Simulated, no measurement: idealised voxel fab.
The document below concerns the process module designated voxel wiring stack.
Shown is cross-section cut, with a width of 290 nm and square cells of size 5 nm.
The cross-sections in this document take the form of a grid made of square cells. They are written out as bands, in order from top to bottom. Each band consists of one or more rows of cells. Look at the band entry: it leads with the top's height and the bottom's height in nm. Then it lists the materials left to right, with a width in nm for each. The word "all across" on a single material says that material fills the band edge to edge. The word "empty" is empty space. Beneath 0, the wafer as received is one material, and that level is where height counting begins. The lowest band goes on downward without a bottom; it is written like "from 0 down". With a width like "30..40", each row of cells in the band differs from the next by the same amount, the top row carrying the first number and the bottom row the second. You'll sometimes find "no modification" written for a step, and that's the way of saying that nowhere in the cross-section did a cell change during that step. What "Closed void inventory" gives you is every empty space of 8 cells or more that is cut off from the top. Each appears as width x height at distance, with the distance taken from the left edge and width, height and distance all in nm. What comes after the settings on a step's line is commentary from the simulator itself on that step. Each step line may optionally specify "overlay nm", which for a step with a mask gives the rightward distance between the mask's planned place and where it lay, a negative value indicating the leftward direction.
This section lists the process steps that were planned
1) RECEIVE,material Si
2) CONFORMAL_DEP,material SiO2,thk nm 15
3) CONFORMAL_DEP,material SiCN,thk nm 5
4) DIRECTIONAL_DEP,material lowk,thk nm 20
5) DIRECTIONAL_DEP,material aC,thk nm 10
6) PATTERN,tone open,mask id METAL_1,material resist,width nm 30,pitch nm 45,thk nm 25,overlay nm 0
7) DIRECTIONAL_ETCH,etch materials aC,depth nm 10
8) STRIP,etch materials resist
9) DIRECTIONAL_ETCH,etch materials lowk,depth nm 20
10) DIRECTIONAL_ETCH,etch materials SiCN,depth nm 5
11) STRIP,etch materials aC
12) CONFORMAL_DEP,material TiN,thk nm 5
13) FILL_DEP,material Cu,thk nm 10
14) CMP,height nm 40
15) CONFORMAL_DEP,material SiCN,thk nm 5
16) DIRECTIONAL_DEP,material SiO2,thk nm 15
17) PATTERN,tone open,mask id PLUG_1,material resist,width nm 15,pitch nm 45,thk nm 15,overlay nm 0
18) DIRECTIONAL_ETCH,etch materials SiO2,depth nm 15
19) DIRECTIONAL_ETCH,etch materials SiCN,depth nm 5
20) STRIP,etch materials resist
21) EPI,material Ru,thk nm 10
22) EPI,material Ru,thk nm 10
23) CONFORMAL_DEP,material SiCN,thk nm 5
24) DIRECTIONAL_DEP,material lowk,thk nm 20
25) MASKED_ETCH,tone open,mask id METAL_2,width nm 30,pitch nm 45,etch materials lowk,depth nm 20,overlay nm 0
26) MASKED_ETCH,tone open,mask id METAL_2,width nm 30,pitch nm 45,etch materials SiCN,depth nm 5,overlay nm 0
27) CONFORMAL_DEP,material TiN,thk nm 5
28) FILL_DEP,material W,thk nm 10
29) CMP,height nm 85
30) CONFORMAL_DEP,material SiCN,thk nm 5
31) DIRECTIONAL_DEP,material lowk,thk nm 15
32) PATTERN,tone open,mask id METAL_3_HOLES,material resist,width nm 15,pitch nm 90,thk nm 15,overlay nm 0
33) DIRECTIONAL_ETCH,etch materials lowk,depth nm 25
34) STRIP,etch materials resist
35) DIRECTIONAL_DEP,material aC,thk nm 15
36) PATTERN,tone open,mask id METAL_3,material resist,width nm 30,pitch nm 45,thk nm 35,overlay nm 0
37) DIRECTIONAL_ETCH,etch materials aC,depth nm 15
38) STRIP,etch materials resist
39) DIRECTIONAL_ETCH,etch materials lowk,depth nm 15
40) DIRECTIONAL_ETCH,etch materials SiCN,depth nm 5
41) STRIP,etch materials aC
42) CONFORMAL_DEP,material TiN,thk nm 5
43) FILL_DEP,material Cu,thk nm 5
44) CMP,height nm 115
45) CONFORMAL_DEP,material SiCN,thk nm 5
Across this set of wafers, the varied parameter is the thk nm of step 31. Starting conditions are identical for every wafer, and the plan reports the value assigned to the first wafer.
Cross-section of the first of several wafers on receipt, reflecting completion of step 1
> from 0 down | Si all across
> Closed void inventory: none
The rows of the table below are wafers. Looking at the end of the module, a row counts, for every material, the cells the wafer has gained, shown as (+), or lost, shown as (-), since it was received; its closed voids come next
thk nm 15, +186 Cu, +48 Ru, +206 SiCN, +312 SiO2, +202 TiN, +64 W, +374 lowk, Closed void inventory: none
thk nm 20, +116 Cu, +48 Ru, +224 SiCN, +312 SiO2, +202 TiN, +64 W, +426 lowk, Closed void inventory: none
thk nm 25, +102 Cu, +48 Ru, +224 SiCN, +312 SiO2, +164 TiN, +64 W, +478 lowk, Closed void inventory: none
thk nm 30, +88 Cu, +48 Ru, +224 SiCN, +312 SiO2, +160 TiN, +64 W, +496 lowk, Closed void inventory: none
thk nm 35, +74 Cu, +48 Ru, +224 SiCN, +312 SiO2, +156 TiN, +64 W, +514 lowk, Closed void inventory: none
thk nm 40, +74 Cu, +48 Ru, +224 SiCN, +312 SiO2, +138 TiN, +64 W, +532 lowk, Closed void inventory: none
